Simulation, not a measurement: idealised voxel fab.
process module | voxel capacitor over wiring
cross-section cut | 285 nm wide | cells 5 nm
A cross-section is a grid of square cells, given in bands from the top down. A band is one or more rows of cells.
Each band's line starts with the height of the band's top and of its bottom, in nm. Then come its materials from left to right, each with its width in nm. One material with "throughout" fills the band from edge to edge. "air" is empty space.
Height 0 is the level under which the wafer as received is all one material. The lowest band goes on downwards, as in "0 down".
A width such as "30 to 40" changes by the same amount from each row of cells to the next, from the band's top row to its bottom row.
"no change" after a step means that no cell of the cross-section changed.
closed voids: empty space of 8 cells or more with no open way to the top, each as width x height at its distance from the left edge, in nm
after a step's settings: what the simulator itself notes on the step
overlay nm, on a step with a mask: how far to the right of its planned place the mask lay; to the left if negative
Each pair below shows a cross-section before one step and the cross-section after it, down to the lowest band that changed. The line under each pair gives the step between them, with its settings. The pairs can come from different runs of this module on the same starting wafer, so a pair continues from the pair above only where its "before" says so.
before
  105 to 100: Cu throughout
  100 to 95: TiN 110 | Cu 5 | TiN 170
  95 to 85: SiO2 105 | TiN 5 | Cu 5 | TiN 5 | SiO2 165
  85 to 75: SiO2 105 to 110 | TiN 15 to 55 | SiO2 165 to 120
  75 to 70: SiO2 110 | SiN 55 | SiO2 120
  70 to 65: SiO2 90 | TiN 5 | SiO2 15 | TiN 60 | SiO2 115
  65 to 60: SiO2 throughout
  60 to 55: SiO2 95 | TiN 15 | SiO2 175
  55 to 50: SiO2 95 | SiN 15 | SiO2 175
  50 to 45: SiCN 95 | TiN 15 | SiCN 175
  45 to 40: SiO2 85 | SiCN 30 | SiO2 55 | SiCN 30 | SiO2 85
  40 to 15: SiO2 85 | SiCN 5 | W 20 | SiCN 5 | SiO2 55 | SiCN 5 | W 20 | SiCN 5 | SiO2 85
  15 to 10: SiCN 90 | TiN 20 | SiCN 65 | TiN 20 | SiCN 90
  10 to 0: SiO2 throughout
  0 down: Si throughout
  closed voids: none
after
  95 to 85: SiO2 105 | TiN 5 | Cu 5 | TiN 5 | SiO2 165
  below 85: unchanged
  closed voids: none
the step between: op CMP | height nm 95
before: the cross-section after the pair above
after
  100 to 95: SiN throughout
  below 95: unchanged
  closed voids: none
the step between: op CONFORMAL_DEP | material SiN | thk nm 5
before
  45 to 20: air 90 | W 20 | air 65 | W 20 | air 90
  20 to 15: TiN throughout
  15 to 0: SiO2 throughout
  0 down: Si throughout
  closed voids: none
after
  45 to 20: air 90 | W 20 | air 65 | W 20 | air 90
  20 to 15: air 85 | TiN 30 | air 55 | TiN 30 | air 85
  below 15: unchanged
  closed voids: none
the step between: op MASKED_ETCH | tone cover | mask id METAL_1 | width nm 30 | pitch nm 85 | etch materials TiN | depth nm 5 | overlay nm 0
before: the cross-section after the pair above
after
  50 to 45: air 85 | SiCN 30 | air 55 | SiCN 30 | air 85
  45 to 25: air 85 | SiCN 5 | W 20 | SiCN 5 | air 55 | SiCN 5 | W 20 | SiCN 5 | air 85
  25 to 20: air 80 | SiCN 10 | W 20 | SiCN 10 | air 45 | SiCN 10 | W 20 | SiCN 10 | air 80
  20 to 15: SiCN 85 | TiN 30 | SiCN 55 | TiN 30 | SiCN 85
  below 15: unchanged
  closed voids: none
the step between: op CONFORMAL_DEP | material SiCN | thk nm 5
before: the cross-section after the pair above
after
  55 to 50: SiO2 throughout
  50 to 45: SiO2 85 | SiCN 30 | SiO2 55 | SiCN 30 | SiO2 85
  45 to 25: SiO2 85 | SiCN 5 | W 20 | SiCN 5 | SiO2 55 | SiCN 5 | W 20 | SiCN 5 | SiO2 85
  25 to 20: SiO2 80 | SiCN 10 | W 20 | SiCN 10 | SiO2 45 | SiCN 10 | W 20 | SiCN 10 | SiO2 80
  below 20: unchanged
  closed voids: none
the step between: op FILL_DEP | material SiO2 | thk nm 5
before: the cross-section after the pair above
after
  45 to 25: SiO2 85 | SiCN 5 | W 20 | SiCN 5 | SiO2 55 | SiCN 5 | W 20 | SiCN 5 | SiO2 85
  below 25: unchanged
  closed voids: none
the step between: op CMP | height nm 45
before: the cross-section after the pair above
after
  50 to 45: SiCN throughout
  below 45: unchanged
  closed voids: none
the step between: op CONFORMAL_DEP | material SiCN | thk nm 5
before: the cross-section after the pair above
after
  65 to 50: SiO2 throughout
  below 50: unchanged
  closed voids: none
the step between: op DIRECTIONAL_DEP | material SiO2 | thk nm 15
before: the cross-section after the pair above
after
  85 to 65: resist 95 | air 15 | resist 175
  below 65: unchanged
  closed voids: none
the step between: op PATTERN | tone open | mask id PLUG_1 | material resist | width nm 15 | thk nm 20 | overlay nm 0
before: the cross-section after the pair above
after
  85 to 65: resist 95 | air 15 | resist 175
  65 to 50: SiO2 95 | air 15 | SiO2 175
  below 50: unchanged
  closed voids: none
the step between: op DIRECTIONAL_ETCH | etch materials SiO2 | depth nm 15
before: the cross-section after the pair above
after
  85 to 65: resist 95 | air 15 | resist 175
  65 to 50: SiO2 95 | air 15 | SiO2 175
  50 to 45: SiCN 95 | air 15 | SiCN 175
  below 45: unchanged
  closed voids: none
the step between: op DIRECTIONAL_ETCH | etch materials SiCN | depth nm 5
before: the cross-section after the pair above
after
  65 to 50: SiO2 95 | air 15 | SiO2 175
  below 50: unchanged
  closed voids: none
the step between: op STRIP | etch materials resist
before: the cross-section after the pair above
after
  65 to 55: SiO2 95 | air 15 | SiO2 175
  55 to 50: SiO2 95 | Ru 15 | SiO2 175
  50 to 45: SiCN 95 | Ru 15 | SiCN 175
  below 45: unchanged
  closed voids: none
the step between: op EPI | material Ru | thk nm 10
before: the cross-section after the pair above
after
  65 to 50: SiO2 95 | Ru 15 | SiO2 175
  below 50: unchanged
  closed voids: none
the step between: op EPI | material Ru | thk nm 10
before: the cross-section after the pair above
after
  70 to 65: TiN throughout
  below 65: unchanged
  closed voids: none
the step between: op DIRECTIONAL_DEP | material TiN | thk nm 5
before: the cross-section after the pair above
after
  75 to 70: SiN throughout
  below 70: unchanged
  closed voids: none
the step between: op DIRECTIONAL_DEP | material SiN | thk nm 5
before: the cross-section after the pair above
after
  80 to 75: TiN throughout
  below 75: unchanged
  closed voids: none
the step between: op DIRECTIONAL_DEP | material TiN | thk nm 5
before: the cross-section after the pair above
after
  80 to 75: air 95 | TiN 70 | air 120
  below 75: unchanged
  closed voids: none
the step between: op MASKED_ETCH | tone cover | mask id UPPER_PLATE | width nm 70 | etch materials TiN | depth nm 5 | overlay nm 0
before: the cross-section after the pair above
after
  80 to 75: air 95 | TiN 70 | air 120
  75 to 70: air 95 | SiN 70 | air 120
  below 70: unchanged
  closed voids: none
the step between: op MASKED_ETCH | tone cover | mask id UPPER_PLATE | width nm 70 | etch materials SiN | depth nm 5 | overlay nm 0
before: the cross-section after the pair above
after
  80 to 75: air 95 | TiN 70 | air 120
  75 to 70: air 95 | SiN 70 | air 120
  70 to 65: air 90 | TiN 80 | air 115
  below 65: unchanged
  closed voids: none
the step between: op MASKED_ETCH | tone cover | mask id LOWER_PLATE | width nm 80 | etch materials TiN | depth nm 5 | overlay nm 0
before: the cross-section after the pair above
after
  100 to 80: SiO2 throughout
  80 to 75: SiO2 95 | TiN 70 | SiO2 120
  75 to 70: SiO2 95 | SiN 70 | SiO2 120
  70 to 65: SiO2 90 | TiN 80 | SiO2 115
  below 65: unchanged
  closed voids: none
the step between: op FILL_DEP | material SiO2 | thk nm 20
before: the cross-section after the pair above
after
  95 to 80: SiO2 throughout
  below 80: unchanged
  closed voids: none
the step between: op CMP | height nm 95
before: the cross-section after the pair above
after
  110 to 95: resist 105 | air 15 | resist 165
  below 95: unchanged
  closed voids: none
the step between: op PATTERN | tone open | mask id PLUG_2 | material resist | width nm 15 | thk nm 15 | overlay nm 0
before: the cross-section after the pair above
after
  110 to 95: resist 105 | air 15 | resist 165
  95 to 80: SiO2 105 | air 15 | SiO2 165
  below 80: unchanged
  closed voids: none
the step between: op DIRECTIONAL_ETCH | etch materials SiO2 | depth nm 15
before: the cross-section after the pair above
after
  95 to 80: SiO2 105 | air 15 | SiO2 165
  below 80: unchanged
  closed voids: none
the step between: op STRIP | etch materials resist
before: the cross-section after the pair above
after
  100 to 95: TiN 110 | air 5 | TiN 170
  95 to 85: SiO2 105 | TiN 5 | air 5 | TiN 5 | SiO2 165
  85 to 75: SiO2 105 to 95 | TiN 15 to 70 | SiO2 165 to 120
  below 75: unchanged
  closed voids: none
the step between: op CONFORMAL_DEP | material TiN | thk nm 5
before: the cross-section after the pair above
after
  105 to 100: Cu throughout
  100 to 95: TiN 110 | Cu 5 | TiN 170
  95 to 85: SiO2 105 | TiN 5 | Cu 5 | TiN 5 | SiO2 165
  below 85: unchanged
  closed voids: none
the step between: op FILL_DEP | material Cu | thk nm 5
before: the cross-section after the pair above
after
  95 to 85: SiO2 105 | TiN 5 | Cu 5 | TiN 5 | SiO2 165
  below 85: unchanged
  closed voids: none
the step between: op CMP | height nm 95
before: the cross-section after the pair above
after
  100 to 95: SiN throughout
  below 95: unchanged
  closed voids: none
the step between: op CONFORMAL_DEP | material SiN | thk nm 5
before
  45 to 20: air 90 | W 20 | air 65 | W 20 | air 90
  20 to 15: TiN throughout
  15 to 0: SiO2 throughout
  0 down: Si throughout
  closed voids: none
after
  45 to 20: air 90 | W 20 | air 65 | W 20 | air 90
  20 to 15: air 85 | TiN 25 | air 60 | TiN 25 | air 90
  below 15: unchanged
  closed voids: none
the step between: op MASKED_ETCH | tone cover | mask id METAL_1 | width nm 20 | pitch nm 85 | etch materials TiN | depth nm 5 | overlay nm -5
before: the cross-section after the pair above
after
  50 to 45: air 85 | SiCN 30 | air 55 | SiCN 30 | air 85
  45 to 25: air 85 | SiCN 5 | W 20 | SiCN 5 | air 55 | SiCN 5 | W 20 | SiCN 5 | air 85
  25 to 20: air 80 | SiCN 10 | W 20 | SiCN 5 | air 50 | SiCN 10 | W 20 | SiCN 5 | air 85
  20 to 15: SiCN 85 | TiN 25 | SiCN 60 | TiN 25 | SiCN 90
  below 15: unchanged
  closed voids: none
the step between: op CONFORMAL_DEP | material SiCN | thk nm 5
before: the cross-section after the pair above
after
  55 to 50: SiO2 throughout
  50 to 45: SiO2 85 | SiCN 30 | SiO2 55 | SiCN 30 | SiO2 85
  45 to 25: SiO2 85 | SiCN 5 | W 20 | SiCN 5 | SiO2 55 | SiCN 5 | W 20 | SiCN 5 | SiO2 85
  25 to 20: SiO2 80 | SiCN 10 | W 20 | SiCN 5 | SiO2 50 | SiCN 10 | W 20 | SiCN 5 | SiO2 85
  below 20: unchanged
  closed voids: none
the step between: op FILL_DEP | material SiO2 | thk nm 5
before: the cross-section after the pair above
after
  45 to 25: SiO2 85 | SiCN 5 | W 20 | SiCN 5 | SiO2 55 | SiCN 5 | W 20 | SiCN 5 | SiO2 85
  below 25: unchanged
  closed voids: none
the step between: op CMP | height nm 45
before: the cross-section after the pair above
after
  50 to 45: SiCN throughout
  below 45: unchanged
  closed voids: none
the step between: op CONFORMAL_DEP | material SiCN | thk nm 5
before: the cross-section after the pair above
after
  65 to 50: SiO2 throughout
  below 50: unchanged
  closed voids: none
the step between: op DIRECTIONAL_DEP | material SiO2 | thk nm 15
before: the cross-section after the pair above
after
  85 to 65: resist 95 | air 15 | resist 175
  below 65: unchanged
  closed voids: none
the step between: op PATTERN | tone open | mask id PLUG_1 | material resist | width nm 15 | thk nm 20 | overlay nm 0
before: the cross-section after the pair above
after
  85 to 65: resist 95 | air 15 | resist 175
  65 to 50: SiO2 95 | air 15 | SiO2 175
  below 50: unchanged
  closed voids: none
the step between: op DIRECTIONAL_ETCH | etch materials SiO2 | depth nm 15
before: the cross-section after the pair above
after
  85 to 65: resist 95 | air 15 | resist 175
  65 to 50: SiO2 95 | air 15 | SiO2 175
  50 to 45: SiCN 95 | air 15 | SiCN 175
  below 45: unchanged
  closed voids: none
the step between: op DIRECTIONAL_ETCH | etch materials SiCN | depth nm 5
before: the cross-section after the pair above
after
  65 to 50: SiO2 95 | air 15 | SiO2 175
  below 50: unchanged
  closed voids: none
the step between: op STRIP | etch materials resist
before: the cross-section after the pair above
after
  65 to 55: SiO2 95 | air 15 | SiO2 175
  55 to 50: SiO2 95 | Ru 15 | SiO2 175
  50 to 45: SiCN 95 | Ru 15 | SiCN 175
  below 45: unchanged
  closed voids: none
the step between: op EPI | material Ru | thk nm 10
before: the cross-section after the pair above
after
  65 to 50: SiO2 95 | Ru 15 | SiO2 175
  below 50: unchanged
  closed voids: none
the step between: op EPI | material Ru | thk nm 10
before: the cross-section after the pair above
after
  70 to 65: TiN throughout
  below 65: unchanged
  closed voids: none
the step between: op DIRECTIONAL_DEP | material TiN | thk nm 5
before: the cross-section after the pair above
after
  75 to 70: SiN throughout
  below 70: unchanged
  closed voids: none
the step between: op DIRECTIONAL_DEP | material SiN | thk nm 5
before: the cross-section after the pair above
after
  80 to 75: TiN throughout
  below 75: unchanged
  closed voids: none
the step between: op DIRECTIONAL_DEP | material TiN | thk nm 5
before: the cross-section after the pair above
after
  80 to 75: air 95 | TiN 70 | air 120
  below 75: unchanged
  closed voids: none
the step between: op MASKED_ETCH | tone cover | mask id UPPER_PLATE | width nm 70 | etch materials TiN | depth nm 5 | overlay nm 0
before: the cross-section after the pair above
after
  80 to 75: air 95 | TiN 70 | air 120
  75 to 70: air 95 | SiN 70 | air 120
  below 70: unchanged
  closed voids: none
the step between: op MASKED_ETCH | tone cover | mask id UPPER_PLATE | width nm 70 | etch materials SiN | depth nm 5 | overlay nm 0
before: the cross-section after the pair above
after
  80 to 75: air 95 | TiN 70 | air 120
  75 to 70: air 95 | SiN 70 | air 120
  70 to 65: air 90 | TiN 80 | air 115
  below 65: unchanged
  closed voids: none
the step between: op MASKED_ETCH | tone cover | mask id LOWER_PLATE | width nm 80 | etch materials TiN | depth nm 5 | overlay nm 0
before: the cross-section after the pair above
after
  100 to 80: SiO2 throughout
  80 to 75: SiO2 95 | TiN 70 | SiO2 120
  75 to 70: SiO2 95 | SiN 70 | SiO2 120
  70 to 65: SiO2 90 | TiN 80 | SiO2 115
  below 65: unchanged
  closed voids: none
the step between: op FILL_DEP | material SiO2 | thk nm 20
before: the cross-section after the pair above
after
  95 to 80: SiO2 throughout
  below 80: unchanged
  closed voids: none
the step between: op CMP | height nm 95
before: the cross-section after the pair above
after
  110 to 95: resist 105 | air 15 | resist 165
  below 95: unchanged
  closed voids: none
the step between: op PATTERN | tone open | mask id PLUG_2 | material resist | width nm 15 | thk nm 15 | overlay nm 0
before: the cross-section after the pair above
after
  110 to 95: resist 105 | air 15 | resist 165
  95 to 80: SiO2 105 | air 15 | SiO2 165
  below 80: unchanged
  closed voids: none
the step between: op DIRECTIONAL_ETCH | etch materials SiO2 | depth nm 15
before: the cross-section after the pair above
after
  95 to 80: SiO2 105 | air 15 | SiO2 165
  below 80: unchanged
  closed voids: none
the step between: op STRIP | etch materials resist
before: the cross-section after the pair above
after
  100 to 95: TiN 110 | air 5 | TiN 170
  95 to 85: SiO2 105 | TiN 5 | air 5 | TiN 5 | SiO2 165
  85 to 75: SiO2 105 to 95 | TiN 15 to 70 | SiO2 165 to 120
  below 75: unchanged
  closed voids: none
the step between: op CONFORMAL_DEP | material TiN | thk nm 5
before: the cross-section after the pair above
after
  105 to 100: Cu throughout
  100 to 95: TiN 110 | Cu 5 | TiN 170
  95 to 85: SiO2 105 | TiN 5 | Cu 5 | TiN 5 | SiO2 165
  below 85: unchanged
  closed voids: none
the step between: op FILL_DEP | material Cu | thk nm 5
before: the cross-section after the pair above
after
  95 to 85: SiO2 105 | TiN 5 | Cu 5 | TiN 5 | SiO2 165
  below 85: unchanged
  closed voids: none
the step between: op CMP | height nm 95
before: the cross-section after the pair above
after
  100 to 95: SiN throughout
  below 95: unchanged
  closed voids: none
the step between: op CONFORMAL_DEP | material SiN | thk nm 5
before
  75 to 70: SiN throughout
  70 to 65: TiN throughout
  65 to 50: SiO2 95 | Ru 15 | SiO2 175
  50 to 45: SiCN 95 | Ru 15 | SiCN 175
  45 to 20: SiO2 85 | SiCN 5 | W 20 | SiCN 5 | SiO2 55 | SiCN 5 | W 20 | SiCN 5 | SiO2 85
  20 to 15: SiCN 90 | TiN 20 | SiCN 65 | TiN 20 | SiCN 90
  15 to 0: SiO2 throughout
  0 down: Si throughout
  closed voids: none
after
  80 to 75: W throughout
  below 75: unchanged
  closed voids: none
the step between: op DIRECTIONAL_DEP | material W | thk nm 5
before: the cross-section after the pair above
after
  100 to 80: SiO2 throughout
  below 80: unchanged
  closed voids: none
the step between: op FILL_DEP | material SiO2 | thk nm 20
before: the cross-section after the pair above
after
  95 to 80: SiO2 throughout
  below 80: unchanged
  closed voids: none
the step between: op CMP | height nm 95
before: the cross-section after the pair above
after
  110 to 95: resist 105 | air 15 | resist 165
  below 95: unchanged
  closed voids: none
the step between: op PATTERN | tone open | mask id PLUG_2 | material resist | width nm 15 | thk nm 15 | overlay nm 0
before: the cross-section after the pair above
after
  110 to 95: resist 105 | air 15 | resist 165
  95 to 80: SiO2 105 | air 15 | SiO2 165
  below 80: unchanged
  closed voids: none
the step between: op DIRECTIONAL_ETCH | etch materials SiO2 | depth nm 15
before: the cross-section after the pair above
after
  95 to 80: SiO2 105 | air 15 | SiO2 165
  below 80: unchanged
  closed voids: none
the step between: op STRIP | etch materials resist
before: the cross-section after the pair above
after
  100 to 95: TiN 110 | air 5 | TiN 170
  95 to 85: SiO2 105 | TiN 5 | air 5 | TiN 5 | SiO2 165
  85 to 80: SiO2 105 | TiN 15 | SiO2 165
  below 80: unchanged
  closed voids: none
the step between: op CONFORMAL_DEP | material TiN | thk nm 5
before: the cross-section after the pair above
after
  105 to 100: Cu throughout
  100 to 95: TiN 110 | Cu 5 | TiN 170
  95 to 85: SiO2 105 | TiN 5 | Cu 5 | TiN 5 | SiO2 165
  below 85: unchanged
  closed voids: none
the step between: op FILL_DEP | material Cu | thk nm 5
before: the cross-section after the pair above
after
  95 to 85: SiO2 105 | TiN 5 | Cu 5 | TiN 5 | SiO2 165
  below 85: unchanged
  closed voids: none
the step between: op CMP | height nm 95
before: the cross-section after the pair above
after
  100 to 95: SiN throughout
  below 95: unchanged
  closed voids: none
the step between: op CONFORMAL_DEP | material SiN | thk nm 5
before
  45 to 20: W throughout
  20 to 15: TiN throughout
  15 to 0: SiO2 throughout
  0 down: Si throughout
  closed voids: none
after
  45 to 20: W 90 | air 20 | W 65 | air 20 | W 90
  below 20: unchanged
  closed voids: none
the step between: op MASKED_ETCH | tone open | mask id METAL_1 | width nm 20 | pitch nm 85 | etch materials W | depth nm 25 | overlay nm 0
before: the cross-section after the pair above
after
  50 to 45: SiCN 95 | air 10 | SiCN 75 | air 10 | SiCN 95
  45 to 25: W 90 | SiCN 5 | air 10 | SiCN 5 | W 65 | SiCN 5 | air 10 | SiCN 5 | W 90
  25 to 20: W 90 | SiCN 20 | W 65 | SiCN 20 | W 90
  below 20: unchanged
  closed voids: none
the step between: op CONFORMAL_DEP | material SiCN | thk nm 5
before: the cross-section after the pair above
after
  55 to 50: SiO2 throughout
  50 to 45: SiCN 95 | SiO2 10 | SiCN 75 | SiO2 10 | SiCN 95
  45 to 25: W 90 | SiCN 5 | SiO2 10 | SiCN 5 | W 65 | SiCN 5 | SiO2 10 | SiCN 5 | W 90
  below 25: unchanged
  closed voids: none
the step between: op FILL_DEP | material SiO2 | thk nm 5
before: the cross-section after the pair above
after
  45 to 25: W 90 | SiCN 5 | SiO2 10 | SiCN 5 | W 65 | SiCN 5 | SiO2 10 | SiCN 5 | W 90
  below 25: unchanged
  closed voids: none
the step between: op CMP | height nm 45
before: the cross-section after the pair above
after
  50 to 45: SiCN throughout
  below 45: unchanged
  closed voids: none
the step between: op CONFORMAL_DEP | material SiCN | thk nm 5
before: the cross-section after the pair above
after
  65 to 50: SiO2 throughout
  below 50: unchanged
  closed voids: none
the step between: op DIRECTIONAL_DEP | material SiO2 | thk nm 15
before: the cross-section after the pair above
after
  85 to 65: resist 95 | air 15 | resist 175
  below 65: unchanged
  closed voids: none
the step between: op PATTERN | tone open | mask id PLUG_1 | material resist | width nm 15 | thk nm 20 | overlay nm 0
before: the cross-section after the pair above
after
  85 to 65: resist 95 | air 15 | resist 175
  65 to 50: SiO2 95 | air 15 | SiO2 175
  below 50: unchanged
  closed voids: none
the step between: op DIRECTIONAL_ETCH | etch materials SiO2 | depth nm 15
before: the cross-section after the pair above
after
  85 to 65: resist 95 | air 15 | resist 175
  65 to 50: SiO2 95 | air 15 | SiO2 175
  50 to 45: SiCN 95 | air 15 | SiCN 175
  below 45: unchanged
  closed voids: none
the step between: op DIRECTIONAL_ETCH | etch materials SiCN | depth nm 5
before: the cross-section after the pair above
after
  65 to 50: SiO2 95 | air 15 | SiO2 175
  below 50: unchanged
  closed voids: none
the step between: op STRIP | etch materials resist
before: the cross-section after the pair above
after
  70 to 65: TiN 95 | air 15 | TiN 175
  65 to 50: SiO2 95 | air 15 | SiO2 175
  50 to 45: SiCN 95 | TiN 15 | SiCN 175
  below 45: unchanged
  closed voids: none
the step between: op DIRECTIONAL_DEP | material TiN | thk nm 5
before: the cross-section after the pair above
after
  75 to 70: SiN 95 | air 15 | SiN 175
  70 to 65: TiN 95 | air 15 | TiN 175
  65 to 55: SiO2 95 | air 15 | SiO2 175
  55 to 50: SiO2 95 | SiN 15 | SiO2 175
  below 50: unchanged
  closed voids: none
the step between: op DIRECTIONAL_DEP | material SiN | thk nm 5
before: the cross-section after the pair above
after
  80 to 75: TiN 95 | air 15 | TiN 175
  75 to 70: SiN 95 | air 15 | SiN 175
  70 to 65: TiN 95 | air 15 | TiN 175
  65 to 60: SiO2 95 | air 15 | SiO2 175
  60 to 55: SiO2 95 | TiN 15 | SiO2 175
  below 55: unchanged
  closed voids: none
the step between: op DIRECTIONAL_DEP | material TiN | thk nm 5
before: the cross-section after the pair above
after
  80 to 75: air 110 | TiN 55 | air 120
  below 75: unchanged
  closed voids: none
the step between: op MASKED_ETCH | tone cover | mask id UPPER_PLATE | width nm 70 | etch materials TiN | depth nm 5 | overlay nm 0
before: the cross-section after the pair above
after
  80 to 75: air 110 | TiN 55 | air 120
  75 to 70: air 110 | SiN 55 | air 120
  below 70: unchanged
  closed voids: none
the step between: op MASKED_ETCH | tone cover | mask id UPPER_PLATE | width nm 70 | etch materials SiN | depth nm 5 | overlay nm 0
before: the cross-section after the pair above
after
  80 to 75: air 110 | TiN 55 | air 120
  75 to 70: air 110 | SiN 55 | air 120
  70 to 65: air 90 | TiN 5 | air 15 | TiN 60 | air 115
  below 65: unchanged
  closed voids: none
the step between: op MASKED_ETCH | tone cover | mask id LOWER_PLATE | width nm 80 | etch materials TiN | depth nm 5 | overlay nm 0
before: the cross-section after the pair above
after
  100 to 80: SiO2 throughout
  80 to 75: SiO2 110 | TiN 55 | SiO2 120
  75 to 70: SiO2 110 | SiN 55 | SiO2 120
  70 to 65: SiO2 90 | TiN 5 | SiO2 15 | TiN 60 | SiO2 115
  65 to 60: SiO2 throughout
  below 60: unchanged
  closed voids: none
the step between: op FILL_DEP | material SiO2 | thk nm 20
before: the cross-section after the pair above
after
  95 to 80: SiO2 throughout
  below 80: unchanged
  closed voids: none
the step between: op CMP | height nm 95
before: the cross-section after the pair above
after
  110 to 95: resist 105 | air 15 | resist 165
  below 95: unchanged
  closed voids: none
the step between: op PATTERN | tone open | mask id PLUG_2 | material resist | width nm 15 | thk nm 15 | overlay nm 0
before: the cross-section after the pair above
after
  110 to 95: resist 105 | air 15 | resist 165
  95 to 80: SiO2 105 | air 15 | SiO2 165
  below 80: unchanged
  closed voids: none
the step between: op DIRECTIONAL_ETCH | etch materials SiO2 | depth nm 15
before: the cross-section after the pair above
after
  95 to 80: SiO2 105 | air 15 | SiO2 165
  below 80: unchanged
  closed voids: none
the step between: op STRIP | etch materials resist
before: the cross-section after the pair above
after
  100 to 95: TiN 110 | air 5 | TiN 170
  95 to 85: SiO2 105 | TiN 5 | air 5 | TiN 5 | SiO2 165
  85 to 75: SiO2 105 to 110 | TiN 15 to 55 | SiO2 165 to 120
  below 75: unchanged
  closed voids: none
the step between: op CONFORMAL_DEP | material TiN | thk nm 5
before: the cross-section after the pair above
after
  105 to 100: Cu throughout
  100 to 95: TiN 110 | Cu 5 | TiN 170
  95 to 85: SiO2 105 | TiN 5 | Cu 5 | TiN 5 | SiO2 165
  below 85: unchanged
  closed voids: none
the step between: op FILL_DEP | material Cu | thk nm 5
before: the cross-section after the pair above
after
  95 to 85: SiO2 105 | TiN 5 | Cu 5 | TiN 5 | SiO2 165
  below 85: unchanged
  closed voids: none
the step between: op CMP | height nm 95
before: the cross-section after the pair above
after
  100 to 95: SiN throughout
  below 95: unchanged
  closed voids: none
the step between: op CONFORMAL_DEP | material SiN | thk nm 5
